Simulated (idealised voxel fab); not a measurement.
Herein follows the process module entitled voxel gate over fins.
The width of the displayed cross-section, cut, is 260 nm; its cells are square, with a size of 5 nm.
In this document a cross-section is written as a grid of square cells. It is given as a series of bands, listed from the top down, and a band is one or more rows of cells. This entry defines a band. It first specifies the height of the band's top and the height of its bottom in nm, and then specifies the band's materials from left to right, stating each material with its width in nm. The word "full width" identifies a single material that fills the band from edge to edge, while the word "air" identifies empty space. Heights from 0 (as-received wafer is one material below). Bottom band endless downward, as "0 -> down". Note: "30 to 40" means the width goes from the first number (top row of the band) to the second number (bottom row) in equal steps per row of cells. "no modification" after a step means that no cell of the cross-section changed. Basically, "Completely enclosed voids" tells you about the enclosed voids: empty spaces with no open way to the top, 8 cells or bigger, each written width x height at distance, where distance is from the left edge, all in nm. Formally, on a step line, whatever follows the settings is a remark that the simulator itself makes on the step. "overlay nm" on a masked step: distance the mask lay right of its planned place, negative for left.

Planned step list for the process
- 1: RECEIVE (material Si)
- 2: CONFORMAL_DEP (material SiN; thk nm 5)
- 3: PATTERN (tone cover; mask id FINS; material resist; width nm 15; pitch nm 60; thk nm 20; overlay nm 0)
- 4: DIRECTIONAL_ETCH (etch materials SiN; depth nm 5)
- 5: DIRECTIONAL_ETCH (etch materials Si; depth nm 40)
- 6: STRIP (etch materials resist)
- 7: OXIDIZE (depth nm 5)
- 8: FILL_DEP (material SiO2; thk nm 10)
- 9: CMP (height nm 5)
- 10: PATTERN (tone open; mask id RAIL; material resist; width nm 15; thk nm 15; overlay nm 0)
- 11: DIRECTIONAL_ETCH (etch materials SiO2; depth nm 40)
- 12: STRIP (etch materials resist)
- 13: CONFORMAL_DEP (material TiN; thk nm 5)
- 14: FILL_DEP (material Ru; thk nm 5)
- 15: CMP (height nm 5)
- 16: SELECTIVE_ETCH (etch materials W Ru TiN; depth nm 30)
- 17: FILL_DEP (material SiO2; thk nm 5)
- 18: CMP (height nm 5)
- 19: SELECTIVE_ETCH (etch materials SiO2; depth nm 20)
- 20: STRIP (etch materials SiN)
- 21: CONFORMAL_DEP (material HfO2; thk nm 5)
- 22: CONFORMAL_DEP (material TiN; thk nm 5)
- 23: CONFORMAL_DEP (material TiAl; thk nm 5)
- 24: CONFORMAL_DEP (material TiN; thk nm 5)
- 25: FILL_DEP (material W; thk nm 15)
- 26: CMP (height nm 30)
- 27: CONFORMAL_DEP (material SiCN; thk nm 10)

First out of two wafers; run went to plan

Cross-section, incoming material, after step 1
0 -> down = Si full width
Completely enclosed voids: none

So this is the wafer cross-section right after step 2
5 -> 0 = SiN full width
Everything under 0 stays put, no change at all.

So this is the wafer cross-section right after step 3
25 -> 5 = air=60 | resist=15 | air=45 | resist=15 | air=45 | resist=15 | air=65
Everything under 5 stays put, no change at all.

So this is the wafer cross-section right after step 4
25 -> 5 = air=60 | resist=15 | air=45 | resist=15 | air=45 | resist=15 | air=65
5 -> 0 = air=60 | SiN=15 | air=45 | SiN=15 | air=45 | SiN=15 | air=65
Everything under 0 stays put, no change at all.

So this is the wafer cross-section right after step 5
25 -> 5 = air=60 | resist=15 | air=45 | resist=15 | air=45 | resist=15 | air=65
5 -> 0 = air=60 | SiN=15 | air=45 | SiN=15 | air=45 | SiN=15 | air=65
0 -> -40 = air=60 | Si=15 | air=45 | Si=15 | air=45 | Si=15 | air=65
Everything under -40 stays put, no change at all.

So this is the wafer cross-section right after step 6
5 -> 0 = air=60 | SiN=15 | air=45 | SiN=15 | air=45 | SiN=15 | air=65
Everything under 0 stays put, no change at all.

So this is the wafer cross-section right after step 7
5 -> 0 = air=60 | SiN=15 | air=45 | SiN=15 | air=45 | SiN=15 | air=65
0 -> -40 = air=60 | SiO2=5 | Si=5 | SiO2=5 | air=45 | SiO2=5 | Si=5 | SiO2=5 | air=45 | SiO2=5 | Si=5 | SiO2=5 | air=65
-40 -> -45 = SiO2=65 | Si=5 | SiO2=55 | Si=5 | SiO2=55 | Si=5 | SiO2=70
Everything under -45 stays put, no change at all.

So this is the wafer cross-section right after step 8
15 -> 5 = SiO2 full width
5 -> 0 = SiO2=60 | SiN=15 | SiO2=45 | SiN=15 | SiO2=45 | SiN=15 | SiO2=65
0 -> -45 = SiO2=65 | Si=5 | SiO2=55 | Si=5 | SiO2=55 | Si=5 | SiO2=70
Everything under -45 stays put, no change at all.

So this is the wafer cross-section right after step 9
5 -> 0 = SiO2=60 | SiN=15 | SiO2=45 | SiN=15 | SiO2=45 | SiN=15 | SiO2=65
Everything under 0 stays put, no change at all.

So this is the wafer cross-section right after step 10
20 -> 5 = resist=90 | air=15 | resist=155
Everything under 5 stays put, no change at all.

So this is the wafer cross-section right after step 11
20 -> 5 = resist=90 | air=15 | resist=155
5 -> 0 = SiO2=60 | SiN=15 | SiO2=15 | air=15 | SiO2=15 | SiN=15 | SiO2=45 | SiN=15 | SiO2=65
0 -> -35 = SiO2=65 | Si=5 | SiO2=20 | air=15 | SiO2=20 | Si=5 | SiO2=55 | Si=5 | SiO2=70
Everything under -35 stays put, no change at all.

So this is the wafer cross-section right after step 12
5 -> 0 = SiO2=60 | SiN=15 | SiO2=15 | air=15 | SiO2=15 | SiN=15 | SiO2=45 | SiN=15 | SiO2=65
Everything under 0 stays put, no change at all.

So this is the wafer cross-section right after step 13
10 -> 5 = TiN=95 | air=5 | TiN=160
5 -> 0 = SiO2=60 | SiN=15 | SiO2=15 | TiN=5 | air=5 | TiN=5 | SiO2=15 | SiN=15 | SiO2=45 | SiN=15 | SiO2=65
0 -> -30 = SiO2=65 | Si=5 | SiO2=20 | TiN=5 | air=5 | TiN=5 | SiO2=20 | Si=5 | SiO2=55 | Si=5 | SiO2=70
-30 -> -35 = SiO2=65 | Si=5 | SiO2=20 | TiN=15 | SiO2=20 | Si=5 | SiO2=55 | Si=5 | SiO2=70
Everything under -35 stays put, no change at all.

So this is the wafer cross-section right after step 14
15 -> 10 = Ru full width
10 -> 5 = TiN=95 | Ru=5 | TiN=160
5 -> 0 = SiO2=60 | SiN=15 | SiO2=15 | TiN=5 | Ru=5 | TiN=5 | SiO2=15 | SiN=15 | SiO2=45 | SiN=15 | SiO2=65
0 -> -30 = SiO2=65 | Si=5 | SiO2=20 | TiN=5 | Ru=5 | TiN=5 | SiO2=20 | Si=5 | SiO2=55 | Si=5 | SiO2=70
Everything under -30 stays put, no change at all.

So this is the wafer cross-section right after step 15
5 -> 0 = SiO2=60 | SiN=15 | SiO2=15 | TiN=5 | Ru=5 | TiN=5 | SiO2=15 | SiN=15 | SiO2=45 | SiN=15 | SiO2=65
Everything under 0 stays put, no change at all.

So this is the wafer cross-section right after step 16
5 -> 0 = SiO2=60 | SiN=15 | SiO2=15 | air=15 | SiO2=15 | SiN=15 | SiO2=45 | SiN=15 | SiO2=65
0 -> -25 = SiO2=65 | Si=5 | SiO2=20 | air=15 | SiO2=20 | Si=5 | SiO2=55 | Si=5 | SiO2=70
Everything under -25 stays put, no change at all.

So this is the wafer cross-section right after step 17
10 -> 5 = SiO2 full width
5 -> 0 = SiO2=60 | SiN=15 | SiO2=45 | SiN=15 | SiO2=45 | SiN=15 | SiO2=65
0 -> -25 = SiO2=65 | Si=5 | SiO2=55 | Si=5 | SiO2=55 | Si=5 | SiO2=70
Everything under -25 stays put, no change at all.

So this is the wafer cross-section right after step 18
5 -> 0 = SiO2=60 | SiN=15 | SiO2=45 | SiN=15 | SiO2=45 | SiN=15 | SiO2=65
Everything under 0 stays put, no change at all.

So this is the wafer cross-section right after step 19
5 -> 0 = air=60 | SiN=15 | air=45 | SiN=15 | air=45 | SiN=15 | air=65
0 -> -15 = air=65 | Si=5 | air=55 | Si=5 | air=55 | Si=5 | air=70
Everything under -15 stays put, no change at all.

So this is the wafer cross-section right after step 20
0 -> -15 = air=65 | Si=5 | air=55 | Si=5 | air=55 | Si=5 | air=70
Everything under -15 stays put, no change at all.

So this is the wafer cross-section right after step 21
5 -> 0 = air=60 | HfO2=15 | air=45 | HfO2=15 | air=45 | HfO2=15 | air=65
0 -> -10 = air=60 | HfO2=5 | Si=5 | HfO2=5 | air=45 | HfO2=5 | Si=5 | HfO2=5 | air=45 | HfO2=5 | Si=5 | HfO2=5 | air=65
-10 -> -15 = HfO2=65 | Si=5 | HfO2=55 | Si=5 | HfO2=55 | Si=5 | HfO2=70
Everything under -15 stays put, no change at all.

So this is the wafer cross-section right after step 22
10 -> 5 = air=55 | TiN=25 | air=35 | TiN=25 | air=35 | TiN=25 | air=60
5 -> 0 = air=55 | TiN=5 | HfO2=15 | TiN=5 | air=35 | TiN=5 | HfO2=15 | TiN=5 | air=35 | TiN=5 | HfO2=15 | TiN=5 | air=60
0 -> -5 = air=55 | TiN=5 | HfO2=5 | Si=5 | HfO2=5 | TiN=5 | air=35 | TiN=5 | HfO2=5 | Si=5 | HfO2=5 | TiN=5 | air=35 | TiN=5 | HfO2=5 | Si=5 | HfO2=5 | TiN=5 | air=60
-5 -> -10 = TiN=60 | HfO2=5 | Si=5 | HfO2=5 | TiN=45 | HfO2=5 | Si=5 | HfO2=5 | TiN=45 | HfO2=5 | Si=5 | HfO2=5 | TiN=65
Everything under -10 stays put, no change at all.

So this is the wafer cross-section right after step 23
15 -> 10 = air=50 | TiAl=35 | air=25 | TiAl=35 | air=25 | TiAl=35 | air=55
10 -> 5 = air=50 | TiAl=5 | TiN=25 | TiAl=5 | air=25 | TiAl=5 | TiN=25 | TiAl=5 | air=25 | TiAl=5 | TiN=25 | TiAl=5 | air=55
5 -> 0 = air=50 | TiAl=5 | TiN=5 | HfO2=15 | TiN=5 | TiAl=5 | air=25 | TiAl=5 | TiN=5 | HfO2=15 | TiN=5 | TiAl=5 | air=25 | TiAl=5 | TiN=5 | HfO2=15 | TiN=5 | TiAl=5 | air=55
0 -> -5 = TiAl=55 | TiN=5 | HfO2=5 | Si=5 | HfO2=5 | TiN=5 | TiAl=35 | TiN=5 | HfO2=5 | Si=5 | HfO2=5 | TiN=5 | TiAl=35 | TiN=5 | HfO2=5 | Si=5 | HfO2=5 | TiN=5 | TiAl=60
Everything under -5 stays put, no change at all.

So this is the wafer cross-section right after step 24
20 -> 15 = air=45 | TiN=45 | air=15 | TiN=45 | air=15 | TiN=45 | air=50
15 -> 10 = air=45 | TiN=5 | TiAl=35 | TiN=5 | air=15 | TiN=5 | TiAl=35 | TiN=5 | air=15 | TiN=5 | TiAl=35 | TiN=5 | air=50
10 -> 5 = air=45 | TiN=5 | TiAl=5 | TiN=25 | TiAl=5 | TiN=5 | air=15 | TiN=5 | TiAl=5 | TiN=25 | TiAl=5 | TiN=5 | air=15 | TiN=5 | TiAl=5 | TiN=25 | TiAl=5 | TiN=5 | air=50
5 -> 0 = TiN=50 | TiAl=5 | TiN=5 | HfO2=15 | TiN=5 | TiAl=5 | TiN=25 | TiAl=5 | TiN=5 | HfO2=15 | TiN=5 | TiAl=5 | TiN=25 | TiAl=5 | TiN=5 | HfO2=15 | TiN=5 | TiAl=5 | TiN=55
Everything under 0 stays put, no change at all.

So this is the wafer cross-section right after step 25
35 -> 20 = W full width
20 -> 15 = W=45 | TiN=45 | W=15 | TiN=45 | W=15 | TiN=45 | W=50
15 -> 10 = W=45 | TiN=5 | TiAl=35 | TiN=5 | W=15 | TiN=5 | TiAl=35 | TiN=5 | W=15 | TiN=5 | TiAl=35 | TiN=5 | W=50
10 -> 5 = W=45 | TiN=5 | TiAl=5 | TiN=25 | TiAl=5 | TiN=5 | W=15 | TiN=5 | TiAl=5 | TiN=25 | TiAl=5 | TiN=5 | W=15 | TiN=5 | TiAl=5 | TiN=25 | TiAl=5 | TiN=5 | W=50
Everything under 5 stays put, no change at all.

So this is the wafer cross-section right after step 26
30 -> 20 = W full width
Everything under 20 stays put, no change at all.

So this is the wafer cross-section right after step 27
40 -> 30 = SiCN full width
Everything under 30 stays put, no change at all.

Regarding the second of the two wafers: it shared the first wafer's starting condition and process plan, yet one error occurred during its execution. Its history coincides with that of the first wafer up to and including step 2

Second wafer, sectioned view, at step 3's planned end time
25 -> 5 = resist=60 | air=15 | resist=45 | air=15 | resist=45 | air=15 | resist=65
Everything under 5 stays put, no change at all.

Second wafer, sectioned view, at step 4's planned end time
25 -> 5 = resist=60 | air=15 | resist=45 | air=15 | resist=45 | air=15 | resist=65
5 -> 0 = SiN=60 | air=15 | SiN=45 | air=15 | SiN=45 | air=15 | SiN=65
Everything under 0 stays put, no change at all.

Second wafer, sectioned view, at step 5's planned end time
25 -> 5 = resist=60 | air=15 | resist=45 | air=15 | resist=45 | air=15 | resist=65
5 -> 0 = SiN=60 | air=15 | SiN=45 | air=15 | SiN=45 | air=15 | SiN=65
0 -> -40 = Si=60 | air=15 | Si=45 | air=15 | Si=45 | air=15 | Si=65
Everything under -40 stays put, no change at all.

Second wafer, sectioned view, at step 6's planned end time
5 -> 0 = SiN=60 | air=15 | SiN=45 | air=15 | SiN=45 | air=15 | SiN=65
Everything under 0 stays put, no change at all.

Second wafer, sectioned view, at step 7's planned end time
5 -> 0 = SiN=60 | air=15 | SiN=45 | air=15 | SiN=45 | air=15 | SiN=65
0 -> -40 = Si=55 | SiO2=5 | air=15 | SiO2=5 | Si=35 | SiO2=5 | air=15 | SiO2=5 | Si=35 | SiO2=5 | air=15 | SiO2=5 | Si=60
-40 -> -45 = Si=55 | SiO2=25 | Si=35 | SiO2=25 | Si=35 | SiO2=25 | Si=60
Everything under -45 stays put, no change at all.

Second wafer, sectioned view, at step 8's planned end time
15 -> 5 = SiO2 full width
5 -> 0 = SiN=60 | SiO2=15 | SiN=45 | SiO2=15 | SiN=45 | SiO2=15 | SiN=65
0 -> -45 = Si=55 | SiO2=25 | Si=35 | SiO2=25 | Si=35 | SiO2=25 | Si=60
Everything under -45 stays put, no change at all.

Second wafer, sectioned view, at step 9's planned end time
5 -> 0 = SiN=60 | SiO2=15 | SiN=45 | SiO2=15 | SiN=45 | SiO2=15 | SiN=65
Everything under 0 stays put, no change at all.

Second wafer, sectioned view, at step 10's planned end time
20 -> 5 = resist=90 | air=15 | resist=155
Everything under 5 stays put, no change at all.

Second wafer, sectioned view, at step 11's planned end time: no modification

Second wafer, sectioned view, at step 12's planned end time
5 -> 0 = SiN=60 | SiO2=15 | SiN=45 | SiO2=15 | SiN=45 | SiO2=15 | SiN=65
Everything under 0 stays put, no change at all.

Second wafer, sectioned view, at step 13's planned end time
10 -> 5 = TiN full width
Everything under 5 stays put, no change at all.

Second wafer, sectioned view, at step 14's planned end time
15 -> 10 = Ru full width
Everything under 10 stays put, no change at all.

Second wafer, sectioned view, at step 15's planned end time
5 -> 0 = SiN=60 | SiO2=15 | SiN=45 | SiO2=15 | SiN=45 | SiO2=15 | SiN=65
Everything under 0 stays put, no change at all.

Second wafer, sectioned view, at step 16's planned end time: no modification

Second wafer, sectioned view, at step 17's planned end time
10 -> 5 = SiO2 full width
Everything under 5 stays put, no change at all.

Second wafer, sectioned view, at step 18's planned end time
5 -> 0 = SiN=60 | SiO2=15 | SiN=45 | SiO2=15 | SiN=45 | SiO2=15 | SiN=65
Everything under 0 stays put, no change at all.

Second wafer, sectioned view, at step 19's planned end time
5 -> 0 = SiN=60 | air=15 | SiN=45 | air=15 | SiN=45 | air=15 | SiN=65
0 -> -15 = Si=55 | air=25 | Si=35 | air=25 | Si=35 | air=25 | Si=60
Everything under -15 stays put, no change at all.

Second wafer, sectioned view, at step 20's planned end time
0 -> -15 = Si=55 | air=25 | Si=35 | air=25 | Si=35 | air=25 | Si=60
Everything under -15 stays put, no change at all.

Second wafer, sectioned view, at step 21's planned end time
5 -> 0 = HfO2=60 | air=15 | HfO2=45 | air=15 | HfO2=45 | air=15 | HfO2=65
0 -> -10 = Si=55 | HfO2=5 | air=15 | HfO2=5 | Si=35 | HfO2=5 | air=15 | HfO2=5 | Si=35 | HfO2=5 | air=15 | HfO2=5 | Si=60
-10 -> -15 = Si=55 | HfO2=25 | Si=35 | HfO2=25 | Si=35 | HfO2=25 | Si=60
Everything under -15 stays put, no change at all.

Second wafer, sectioned view, at step 22's planned end time
10 -> 5 = TiN=65 | air=5 | TiN=55 | air=5 | TiN=55 | air=5 | TiN=70
5 -> 0 = HfO2=60 | TiN=5 | air=5 | TiN=5 | HfO2=45 | TiN=5 | air=5 | TiN=5 | HfO2=45 | TiN=5 | air=5 | TiN=5 | HfO2=65
0 -> -5 = Si=55 | HfO2=5 | TiN=5 | air=5 | TiN=5 | HfO2=5 | Si=35 | HfO2=5 | TiN=5 | air=5 | TiN=5 | HfO2=5 | Si=35 | HfO2=5 | TiN=5 | air=5 | TiN=5 | HfO2=5 | Si=60
-5 -> -10 = Si=55 | HfO2=5 | TiN=15 | HfO2=5 | Si=35 | HfO2=5 | TiN=15 | HfO2=5 | Si=35 | HfO2=5 | TiN=15 | HfO2=5 | Si=60
Everything under -10 stays put, no change at all.

Second wafer, sectioned view, at step 23's planned end time
15 -> 10 = TiAl full width
10 -> 5 = TiN=65 | TiAl=5 | TiN=55 | TiAl=5 | TiN=55 | TiAl=5 | TiN=70
5 -> 0 = HfO2=60 | TiN=5 | TiAl=5 | TiN=5 | HfO2=45 | TiN=5 | TiAl=5 | TiN=5 | HfO2=45 | TiN=5 | TiAl=5 | TiN=5 | HfO2=65
0 -> -5 = Si=55 | HfO2=5 | TiN=5 | TiAl=5 | TiN=5 | HfO2=5 | Si=35 | HfO2=5 | TiN=5 | TiAl=5 | TiN=5 | HfO2=5 | Si=35 | HfO2=5 | TiN=5 | TiAl=5 | TiN=5 | HfO2=5 | Si=60
Everything under -5 stays put, no change at all.

Second wafer, sectioned view, at step 24's planned end time
20 -> 15 = TiN full width
Everything under 15 stays put, no change at all.

Second wafer, sectioned view, at step 25's planned end time
35 -> 20 = W full width
Everything under 20 stays put, no change at all.

Second wafer, sectioned view, at step 26's planned end time
30 -> 20 = W full width
Everything under 20 stays put, no change at all.

Second wafer, sectioned view, at step 27's planned end time
40 -> 30 = SiCN full width
Everything under 30 stays put, no change at all.
So what did we get wrong on this run? rather than as planned, step 3 actually ran as PATTERN (tone open; mask id FINS; material resist; width nm 15; pitch nm 60; thk nm 20; overlay nm 0)
Final tally in cells, some materials are higher or lower on the second wafer than on the first: -1 Ru, +306 Si, -198 SiO2, -9 TiAl, -23 TiN, -75 W
